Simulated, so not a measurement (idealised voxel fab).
process module | voxel lift off
cross-section cut | 295 nm wide | cells 5 nm
A cross-section is a grid of square cells, given in bands from the top down. A band is one or more rows of cells.
Each band's line starts with the height of the band's top and of its bottom, in nm. Then come its materials from left to right, each with its width in nm. One material with "throughout" fills the band from edge to edge. "air" is empty space.
Height 0 is the level under which the wafer as received is all one material. The lowest band goes on downwards, as in "0 down".
A width such as "30 to 40" changes by the same amount from each row of cells to the next, from the band's top row to its bottom row.
"no change" after a step means that no cell of the cross-section changed.
closed voids: empty space of 8 cells or more with no open way to the top, each as width x height at its distance from the left edge, in nm
after a step's settings: what the simulator itself notes on the step
overlay nm, on a step with a mask: how far to the right of its planned place the mask lay; to the left if negative
plan
1 op RECEIVE | material Si
2 op CONFORMAL_DEP | material Al2O3 | thk nm 5
3 op PATTERN | tone open | mask id LINES | material resist | width nm 30 | pitch nm 55 | thk nm 15 | overlay nm 0
4 op DIRECTIONAL_DEP | material Ru | thk nm 5
5 op STRIP | etch materials resist
6 op CONFORMAL_DEP | material SiO2 | thk nm 10
varied across the wafers: thk nm of step 2. The plan shows the first wafer's value. All wafers start alike
first wafer as received, after step 1
  0 down: Si throughout
  closed voids: none
each wafer at the end: cells of each material gained (+) or lost (-) since it was received, then its closed voids
thk nm 5 | +59 Al2O3 | +18 Ru | +130 SiO2 | closed voids: none
thk nm 10 | +118 Al2O3 | +18 Ru | +130 SiO2 | closed voids: none
thk nm 15 | +177 Al2O3 | +18 Ru | +130 SiO2 | closed voids: none
thk nm 20 | +236 Al2O3 | +18 Ru | +130 SiO2 | closed voids: none
thk nm 25 | +295 Al2O3 | +18 Ru | +130 SiO2 | closed voids: none
thk nm 30 | +354 Al2O3 | +18 Ru | +130 SiO2 | closed voids: none
